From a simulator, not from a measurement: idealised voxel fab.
The process module presented herein is designated voxel self aligned vias.
Square cells of 5 nm make up the cross-section cut, whose width is 270 nm.
Bands, listed from the top down, are how a cross-section gets written in this document; the cross-section itself is a grid of square cells, and a band is one or more rows of them. In this notation a band is specified by the heights of its top and bottom, in that order and in nm, after which its materials appear from left to right, each paired with its width in nm. The word "throughout" attached to a single material means that material fills the band from edge to edge; the word "air" stands for empty space. For the purposes of this specification, 0 denotes the height below which the wafer in its as-received condition is composed wholly of one material, and the lowermost band, lacking a lower limit, extends downward without end, as expressed in "0 and below". Quick explanation for "30 to 40": the width changes in equal steps down the rows of cells, from the first number in the band's top row to the second number in its bottom row. Take "nothing different" at face value: in the step it is given for, the cross-section changed in none of its cells. Listed in "Closed-off voids": every empty space of 8 or more cells without an open way to the top. Form: width x height at distance, the distance being from the left edge, all in nm. Step line, after settings: the simulator's comment on this step. If you see "overlay nm" on a step's line and that step has a mask, it's telling you how far right of where it was planned the mask ended up; a negative number means it went left instead.
Listed below are the process steps as planned:
1: op RECEIVE | material Si
2: op CONFORMAL_DEP | material SiO2 | thk nm 15
3: op CONFORMAL_DEP | material SiCN | thk nm 5
4: op DIRECTIONAL_DEP | material SiO2 | thk nm 25
5: op MASKED_ETCH | tone open | mask id LINES | width nm 30 | pitch nm 80 | etch materials SiO2 | depth nm 25 | overlay nm 0
6: op CONFORMAL_DEP | material TiN | thk nm 5
7: op FILL_DEP | material W | thk nm 10
8: op CMP | height nm 45
9: op SELECTIVE_ETCH | etch materials W Ru TiN | depth nm 10
10: op FILL_DEP | material SiN | thk nm 10
11: op CMP | height nm 45
12: op DIRECTIONAL_DEP | material SiO2 | thk nm 15
13: op PATTERN | tone open | mask id VIAS | material resist | width nm 50 | pitch nm 80 | thk nm 20 | overlay nm 0
14: op DIRECTIONAL_ETCH | etch materials SiO2 | depth nm 15
15: op DIRECTIONAL_ETCH | etch materials SiN | depth nm 10
16: op STRIP | etch materials resist
17: op CONFORMAL_DEP | material TiN | thk nm 5
18: op FILL_DEP | material W | thk nm 10
19: op CMP | height nm 60
20: op CONFORMAL_DEP | material SiCN | thk nm 5
Received-state cross-section, reflecting completion of step 1:
- 0 and below: Si throughout
- Closed-off voids: none
Cross-section taken at module completion on the first of two wafers; processed per the plan:
- 65 down to 60: SiCN throughout
- 60 down to 50: SiO2: 70; TiN: 5; W: 40; TiN: 5; SiO2: 30; TiN: 5; W: 40; TiN: 5; SiO2: 70
- 50 down to 40: SiO2: 70 to 80; TiN: 15 to 5; W: 20; TiN: 15 to 5; SiO2: 30 to 50; TiN: 15 to 5; W: 20; TiN: 15 to 5; SiO2: 70 to 80
- 40 down to 35: SiO2: 80; TiN: 30; SiO2: 50; TiN: 30; SiO2: 80
- 35 down to 25: SiO2: 80; TiN: 5; W: 20; TiN: 5; SiO2: 50; TiN: 5; W: 20; TiN: 5; SiO2: 80
- 25 down to 20: SiO2: 80; TiN: 30; SiO2: 50; TiN: 30; SiO2: 80
- 20 down to 15: SiCN throughout
- 15 down to 0: SiO2 throughout
- 0 and below: Si throughout
- Closed-off voids: none
This cross-section belongs to the second wafer of two at the end of the module; the start and the plan were shared with the first, and the run included one mistake:
- 65 down to 60: SiCN throughout
- 60 down to 50: SiO2: 70; TiN: 5; W: 40; TiN: 5; SiO2: 30; TiN: 5; W: 40; TiN: 5; SiO2: 70
- 50 down to 45: SiO2: 70; TiN: 50; SiO2: 30; TiN: 50; SiO2: 70
- 45 down to 25: SiO2: 80; TiN: 5; SiO2: 20; TiN: 5; SiO2: 50; TiN: 5; SiO2: 20; TiN: 5; SiO2: 80
- 25 down to 20: SiO2: 80; TiN: 30; SiO2: 50; TiN: 30; SiO2: 80
- 20 down to 15: SiCN throughout
- 15 down to 0: SiO2 throughout
- 0 and below: Si throughout
- Closed-off voids: none
What was done differently from what was planned? in deviation from the planned setting, step 7 was conducted as op FILL_DEP | material SiO2 | thk nm 10
Final wafer comparison in cells, second versus first, more or fewer per material: SiO2: 32 more | W: 32 fewer
